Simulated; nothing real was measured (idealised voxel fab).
You're looking at the process module voxel transistor to metal.
Each square cell in cross-section cut measures 5 nm, and the section as a whole is 275 nm wide.
Throughout this document, each cross-section is represented as a grid of square cells and is presented as a sequence of bands enumerated from the top downward, where a band comprises one or more rows of cells.
Per band: top height and bottom height in nm, followed by the left-to-right materials and their widths in nm; "edge to edge" marks a single material spanning edge to edge, "air" marks empty space.
Where do heights start? At 0: under that level the wafer as delivered is made of one material only. And the lowest band has no floor; it just carries on downward, as in "0 -> down".
A width such as "30..40" changes by the same amount from each row of cells to the next, from the band's top row to its bottom row.
"no alteration" for a step: no cell of the cross-section changed in that step.
Closed void inventory: empty space of 8 cells or more with no open way to the top, each as width x height at its distance from the left edge, in nm
If you see something after the settings on a step's line, that's the simulator's own remark about that step.
The optional step-line setting "overlay nm" applies to steps with a mask and quantifies how far to the right of its planned location the mask lay, a negative value indicating leftward placement.
This section lists the process steps that were planned:
1 RECEIVE | material Si
2 CONFORMAL_DEP | material SiO2 | thk nm 5
3 CONFORMAL_DEP | material SiN | thk nm 10
4 DIRECTIONAL_DEP | material aC | thk nm 10
5 PATTERN | tone cover | mask id ACTIVE | material resist | width nm 105 | pitch nm 125 | thk nm 30 | overlay nm 0
6 DIRECTIONAL_ETCH | etch materials aC | depth nm 10
7 STRIP | etch materials resist
8 DIRECTIONAL_ETCH | etch materials SiN | depth nm 10
9 DIRECTIONAL_ETCH | etch materials SiO2 | depth nm 5
10 DIRECTIONAL_ETCH | etch materials Si | depth nm 20
11 STRIP | etch materials aC
12 OXIDIZE | depth nm 5
13 FILL_DEP | material SiO2 | thk nm 15
14 CMP | height nm 15
15 SELECTIVE_ETCH | etch materials SiO2 | depth nm 10
16 STRIP | etch materials SiN
17 SELECTIVE_ETCH | etch materials SiO2 | depth nm 5
18 OXIDIZE | depth nm 5
19 DIRECTIONAL_DEP | material polySi | thk nm 25
20 DIRECTIONAL_DEP | material SiCN | thk nm 15
21 PATTERN | tone cover | mask id GATE | material resist | width nm 25 | pitch nm 125 | thk nm 15 | overlay nm 0
22 DIRECTIONAL_ETCH | etch materials SiCN | depth nm 25
23 DIRECTIONAL_ETCH | etch materials polySi | depth nm 35
24 STRIP | etch materials resist
25 CONFORMAL_DEP | material SiO2 | thk nm 5
26 DIRECTIONAL_ETCH | etch materials SiO2 | depth nm 5
27 CONFORMAL_DEP | material SiN | thk nm 10
28 DIRECTIONAL_ETCH | etch materials SiN | depth nm 10
29 DIRECTIONAL_ETCH | etch materials SiO2 | depth nm 5
30 EPI | material SiGe | thk nm 5
31 FILL_DEP | material SiO2 | thk nm 10
32 CMP | height nm 25
33 STRIP | etch materials polySi
34 SELECTIVE_ETCH | etch materials SiO2 | depth nm 5
35 CONFORMAL_DEP | material HfO2 | thk nm 5
36 CONFORMAL_DEP | material TiN | thk nm 5
37 FILL_DEP | material W | thk nm 5
38 CMP | height nm 20
39 DIRECTIONAL_DEP | material SiO2 | thk nm 10
40 MASKED_ETCH | tone open | mask id CONTACT | width nm 15 | etch materials SiO2 | depth nm 30 | overlay nm 0
41 CONFORMAL_DEP | material TiN | thk nm 5
42 FILL_DEP | material Ru | thk nm 5
43 CMP | height nm 30
44 DIRECTIONAL_DEP | material TiN | thk nm 5
45 DIRECTIONAL_DEP | material Ru | thk nm 25
46 PATTERN | tone cover | mask id METAL_1 | material resist | width nm 15 | thk nm 20 | overlay nm 0
47 DIRECTIONAL_ETCH | etch materials Ru | depth nm 25
48 DIRECTIONAL_ETCH | etch materials TiN | depth nm 5
49 STRIP | etch materials resist
50 FILL_DEP | material lowk | thk nm 5
51 CMP | height nm 60
52 CONFORMAL_DEP | material SiN | thk nm 5
Cross-section of the wafer upon arrival, representing the state reached after step 1:
0 -> down: Si edge to edge
Closed void inventory: none
Post-module cross-section: identical start and plan to those above, one misstep in execution:
65 -> 60: polySi edge to edge
60 -> 35: lowk: 25; Ru: 15; lowk: 65; Ru: 15; lowk: 30; Ru: 15; lowk: 65; Ru: 15; lowk: 30
35 -> 30: lowk: 25; TiN: 15; lowk: 65; TiN: 15; lowk: 30; TiN: 15; lowk: 65; TiN: 15; lowk: 30
30 -> 20: SiO2: 25; TiN: 5; Ru: 5; TiN: 5; SiO2: 65; TiN: 5; Ru: 5; TiN: 5; SiO2: 30; TiN: 5; Ru: 5; TiN: 5; SiO2: 65; TiN: 5; Ru: 5; TiN: 5; SiO2: 30
20 -> 5: SiO2: 25; TiN: 5; Ru: 5; TiN: 5; SiO2: 5; SiN: 10; HfO2: 5; TiN: 5; W: 15; TiN: 5; HfO2: 5; SiN: 10; SiO2: 5; TiN: 5; Ru: 5; TiN: 5; SiO2: 30; TiN: 5; Ru: 5; TiN: 5; SiO2: 5; SiN: 10; HfO2: 5; TiN: 5; W: 15; TiN: 5; HfO2: 5; SiN: 10; SiO2: 5; TiN: 5; Ru: 5; TiN: 5; SiO2: 30
5 -> 0: SiO2: 25; TiN: 15; SiO2: 5; SiN: 10; HfO2: 5; TiN: 25; HfO2: 5; SiN: 10; SiO2: 5; TiN: 15; SiO2: 30; TiN: 15; SiO2: 5; SiN: 10; HfO2: 5; TiN: 25; HfO2: 5; SiN: 10; SiO2: 5; TiN: 15; SiO2: 30
0 -> -5: SiO2: 20; SiGe: 25; SiO2: 10; HfO2: 35; SiO2: 10; SiGe: 25; SiO2: 20; SiGe: 25; SiO2: 10; HfO2: 35; SiO2: 10; SiGe: 25; SiO2: 25
-5 -> -25: SiO2: 25; Si: 95; SiO2: 30; Si: 95; SiO2: 30
-25 -> down: Si edge to edge
Closed void inventory: none
Heads up, the wafer didn't run the way we planned it: rather than as planned, step 52 actually ran as CONFORMAL_DEP | material polySi | thk nm 5
